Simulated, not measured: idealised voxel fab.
Documented hereafter: the process module known as voxel quadruple lines.
Section cut is 175 nm wide and gridded with 5 nm square cells.
We lay out every cross-section as a grid of square cells and spell it out in bands from the top down, where one band means one or more rows of cells. Top, bottom (nm), then materials left to right with widths (nm); lone material tagged "edge to edge" fills the whole band edge to edge; "blank" = empty space. Below 0: as-received wafer, all one material; heights counted from there. Lowest band: no bottom, goes on down, written "top 0, no bottom". The notation "30 to 40" denotes a width that varies across the rows of cells in the band, beginning at the first number in the top row, finishing at the second number in the bottom row, and changing by an identical amount from each row to the next. Take "nothing changed" at face value: in the step it is given for, the cross-section changed in none of its cells. Voids not open to the top, 8 cells minimum: see "Enclosed voids". Written width x height at distance; distance is from the left edge; nm. On a step's line, text after the settings is the simulator commenting on that step. Regarding "overlay nm": on a step with a mask, it is the distance the mask lay to the right of its planned place; a negative value places it to the left.
-- Process steps foreseen in the plan
1. RECEIVE | material Si
2. CONFORMAL_DEP | material SiO2 | thk nm 5
3. DIRECTIONAL_DEP | material TiN | thk nm 15
4. DIRECTIONAL_DEP | material polySi | thk nm 15
5. DIRECTIONAL_DEP | material aC | thk nm 20
6. PATTERN | tone cover | mask id MANDREL | material resist | width nm 35 | thk nm 30 | overlay nm 0
7. DIRECTIONAL_ETCH | etch materials aC | depth nm 20
8. STRIP | etch materials resist
9. CONFORMAL_DEP | material SiO2 | thk nm 15
10. DIRECTIONAL_ETCH | etch materials SiO2 | depth nm 15
11. STRIP | etch materials aC
12. DIRECTIONAL_ETCH | etch materials polySi | depth nm 15
13. STRIP | etch materials SiO2
14. CONFORMAL_DEP | material SiCN | thk nm 10
15. DIRECTIONAL_ETCH | etch materials SiCN | depth nm 10
16. STRIP | etch materials polySi
17. DIRECTIONAL_ETCH | etch materials TiN | depth nm 15
18. STRIP | etch materials SiCN
19. FILL_DEP | material SiO2 | thk nm 5
20. CMP | height nm 20
-- So, the first of our two wafers, run just as we planned it
-- The cross-section here shows the wafer as received, i.e. in its state after step 1
- top 0, no bottom = Si edge to edge
- Enclosed voids: none
-- The wafer in cross-section once step 2 is complete
- top 5, bottom 0 = SiO2 edge to edge
- At heights below 0, the structure remains unaltered.
-- The wafer in cross-section once step 3 is complete
- top 20, bottom 5 = TiN edge to edge
- At heights below 5, the structure remains unaltered.
-- The wafer in cross-section once step 4 is complete
- top 35, bottom 20 = polySi edge to edge
- At heights below 20, the structure remains unaltered.
-- The wafer in cross-section once step 5 is complete
- top 55, bottom 35 = aC edge to edge
- At heights below 35, the structure remains unaltered.
-- The wafer in cross-section once step 6 is complete
- top 85, bottom 55 = 70 blank; 35 resist; 70 blank
- At heights below 55, the structure remains unaltered.
-- The wafer in cross-section once step 7 is complete
- top 65, bottom 55 = 70 blank; 35 resist; 70 blank
- top 55, bottom 35 = 70 blank; 35 aC; 70 blank
- At heights below 35, the structure remains unaltered.
-- The wafer in cross-section once step 8 is complete
- top 55, bottom 35 = 70 blank; 35 aC; 70 blank
- At heights below 35, the structure remains unaltered.
-- The wafer in cross-section once step 9 is complete
- top 70, bottom 55 = 55 blank; 65 SiO2; 55 blank
- top 55, bottom 50 = 55 blank; 15 SiO2; 35 aC; 15 SiO2; 55 blank
- top 50, bottom 35 = 70 SiO2; 35 aC; 70 SiO2
- At heights below 35, the structure remains unaltered.
-- The wafer in cross-section once step 10 is complete
- top 55, bottom 35 = 55 blank; 15 SiO2; 35 aC; 15 SiO2; 55 blank
- At heights below 35, the structure remains unaltered.
-- The wafer in cross-section once step 11 is complete
- top 55, bottom 35 = 55 blank; 15 SiO2; 35 blank; 15 SiO2; 55 blank
- At heights below 35, the structure remains unaltered.
-- The wafer in cross-section once step 12 is complete
- top 55, bottom 35 = 55 blank; 15 SiO2; 35 blank; 15 SiO2; 55 blank
- top 35, bottom 20 = 55 blank; 15 polySi; 35 blank; 15 polySi; 55 blank
- At heights below 20, the structure remains unaltered.
-- The wafer in cross-section once step 13 is complete
- top 35, bottom 20 = 55 blank; 15 polySi; 35 blank; 15 polySi; 55 blank
- At heights below 20, the structure remains unaltered.
-- The wafer in cross-section once step 14 is complete
- top 45, bottom 35 = 45 blank; 35 SiCN; 15 blank; 35 SiCN; 45 blank
- top 35, bottom 30 = 45 blank; 10 SiCN; 15 polySi; 10 SiCN; 15 blank; 10 SiCN; 15 polySi; 10 SiCN; 45 blank
- top 30, bottom 20 = 55 SiCN; 15 polySi; 35 SiCN; 15 polySi; 55 SiCN
- At heights below 20, the structure remains unaltered.
-- The wafer in cross-section once step 15 is complete
- top 35, bottom 20 = 45 blank; 10 SiCN; 15 polySi; 10 SiCN; 15 blank; 10 SiCN; 15 polySi; 10 SiCN; 45 blank
- At heights below 20, the structure remains unaltered.
-- The wafer in cross-section once step 16 is complete
- top 35, bottom 20 = 45 blank; 10 SiCN; 15 blank; 10 SiCN; 15 blank; 10 SiCN; 15 blank; 10 SiCN; 45 blank
- At heights below 20, the structure remains unaltered.
-- The wafer in cross-section once step 17 is complete
- top 35, bottom 20 = 45 blank; 10 SiCN; 15 blank; 10 SiCN; 15 blank; 10 SiCN; 15 blank; 10 SiCN; 45 blank
- top 20, bottom 5 = 45 blank; 10 TiN; 15 blank; 10 TiN; 15 blank; 10 TiN; 15 blank; 10 TiN; 45 blank
- At heights below 5, the structure remains unaltered.
-- The wafer in cross-section once step 18 is complete
- top 20, bottom 5 = 45 blank; 10 TiN; 15 blank; 10 TiN; 15 blank; 10 TiN; 15 blank; 10 TiN; 45 blank
- At heights below 5, the structure remains unaltered.
-- The wafer in cross-section once step 19 is complete
- top 25, bottom 20 = SiO2 edge to edge
- top 20, bottom 5 = 45 SiO2; 10 TiN; 15 SiO2; 10 TiN; 15 SiO2; 10 TiN; 15 SiO2; 10 TiN; 45 SiO2
- At heights below 5, the structure remains unaltered.
-- The wafer in cross-section once step 20 is complete
- top 20, bottom 5 = 45 SiO2; 10 TiN; 15 SiO2; 10 TiN; 15 SiO2; 10 TiN; 15 SiO2; 10 TiN; 45 SiO2
- At heights below 5, the structure remains unaltered.
-- Wafer two: like wafer one in start and plan, but with one mistake in execution; identical up to and including step 16
-- Cross-section of the second wafer corresponding to the planned conclusion of step 17
- top 35, bottom 20 = 45 blank; 10 SiCN; 15 blank; 10 SiCN; 15 blank; 10 SiCN; 15 blank; 10 SiCN; 45 blank
- top 20, bottom 5 = 45 blank; 10 TiN; 15 blank; 10 TiN; 15 blank; 10 TiN; 15 blank; 10 TiN; 45 blank
- At heights below 5, the structure remains unaltered.
-- Cross-section of the second wafer corresponding to the planned conclusion of step 18
- top 20, bottom 5 = 45 blank; 10 TiN; 15 blank; 10 TiN; 15 blank; 10 TiN; 15 blank; 10 TiN; 45 blank
- At heights below 5, the structure remains unaltered.
-- Cross-section of the second wafer corresponding to the planned conclusion of step 19
- top 25, bottom 20 = SiO2 edge to edge
- top 20, bottom 5 = 45 SiO2; 10 TiN; 15 SiO2; 10 TiN; 15 SiO2; 10 TiN; 15 SiO2; 10 TiN; 45 SiO2
- At heights below 5, the structure remains unaltered.
-- Cross-section of the second wafer corresponding to the planned conclusion of step 20
- top 20, bottom 5 = 45 SiO2; 10 TiN; 15 SiO2; 10 TiN; 15 SiO2; 10 TiN; 15 SiO2; 10 TiN; 45 SiO2
- At heights below 5, the structure remains unaltered.
Nonconformance to the process plan: heads up, step 17 of the plan got done twice
The two wafers come out with the same cross-section, meaning that, for this model, the mistake has no consequence in the computed result.
